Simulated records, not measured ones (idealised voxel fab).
process module | voxel trench capacitor
cross-section cut | 140 nm wide | cells 5 nm
A cross-section is a grid of square cells, given in bands from the top down. A band is one or more rows of cells.
Each band's line starts with the height of the band's top and of its bottom, in nm. Then come its materials from left to right, each with its width in nm. One material with "throughout" fills the band from edge to edge. "air" is empty space.
Height 0 is the level under which the wafer as received is all one material. The lowest band goes on downwards, as in "0 down".
A width such as "30 to 40" changes by the same amount from each row of cells to the next, from the band's top row to its bottom row.
"no change" after a step means that no cell of the cross-section changed.
closed voids: empty space of 8 cells or more with no open way to the top, each as width x height at its distance from the left edge, in nm
after a step's settings: what the simulator itself notes on the step
overlay nm, on a step with a mask: how far to the right of its planned place the mask lay; to the left if negative
plan
1 op RECEIVE | material Si
2 op CONFORMAL_DEP | material SiN | thk nm 10
3 op PATTERN | tone open | mask id TRENCH | material resist | width nm 20 | pitch nm 55 | thk nm 20 | overlay nm 0
4 op DIRECTIONAL_ETCH | etch materials SiN | depth nm 10
5 op DIRECTIONAL_ETCH | etch materials Si | depth nm 35
6 op STRIP | etch materials resist
7 op CONFORMAL_DEP | material HfO2 | thk nm 5
8 op CONFORMAL_DEP | material TiN | thk nm 5
9 op FILL_DEP | material W | thk nm 10
10 op CMP | height nm 10
varied across the wafers: width nm of step 3. The plan shows the first wafer's value. All wafers start alike
first wafer as received, after step 1
  0 down: Si throughout
  closed voids: none
first wafer at the end, after step 10
  10 to 0: SiN 30 | HfO2 5 | TiN 10 | HfO2 5 | SiN 35 | HfO2 5 | TiN 10 | HfO2 5 | SiN 35
  0 to -30: Si 30 | HfO2 5 | TiN 10 | HfO2 5 | Si 35 | HfO2 5 | TiN 10 | HfO2 5 | Si 35
  -30 to -35: Si 30 | HfO2 20 | Si 35 | HfO2 20 | Si 35
  -35 down: Si throughout
  closed voids: none
last wafer at the end
  10 to 0: SiN 20 | HfO2 5 | TiN 5 | W 20 | TiN 5 | HfO2 5 | SiN 15 | HfO2 5 | TiN 5 | W 20 | TiN 5 | HfO2 5 | SiN 25
  0 to -25: Si 20 | HfO2 5 | TiN 5 | W 20 | TiN 5 | HfO2 5 | Si 15 | HfO2 5 | TiN 5 | W 20 | TiN 5 | HfO2 5 | Si 25
  -25 to -30: Si 20 | HfO2 5 | TiN 30 | HfO2 5 | Si 15 | HfO2 5 | TiN 30 | HfO2 5 | Si 25
  -30 to -35: Si 20 | HfO2 40 | Si 15 | HfO2 40 | Si 25
  -35 down: Si throughout
  closed voids: none
each wafer at the end: cells of each material gained (+) or lost (-) since it was received, then its closed voids
width nm 20 | +40 HfO2 | -56 Si | +40 SiN | +32 TiN | closed voids: none
width nm 25 | +42 HfO2 | -70 Si | +36 SiN | +34 TiN | +14 W | closed voids: none
width nm 30 | +44 HfO2 | -84 Si | +32 SiN | +36 TiN | +28 W | closed voids: none
width nm 35 | +46 HfO2 | -98 Si | +28 SiN | +38 TiN | +42 W | closed voids: none
width nm 40 | +48 HfO2 | -112 Si | +24 SiN | +40 TiN | +56 W | closed voids: none
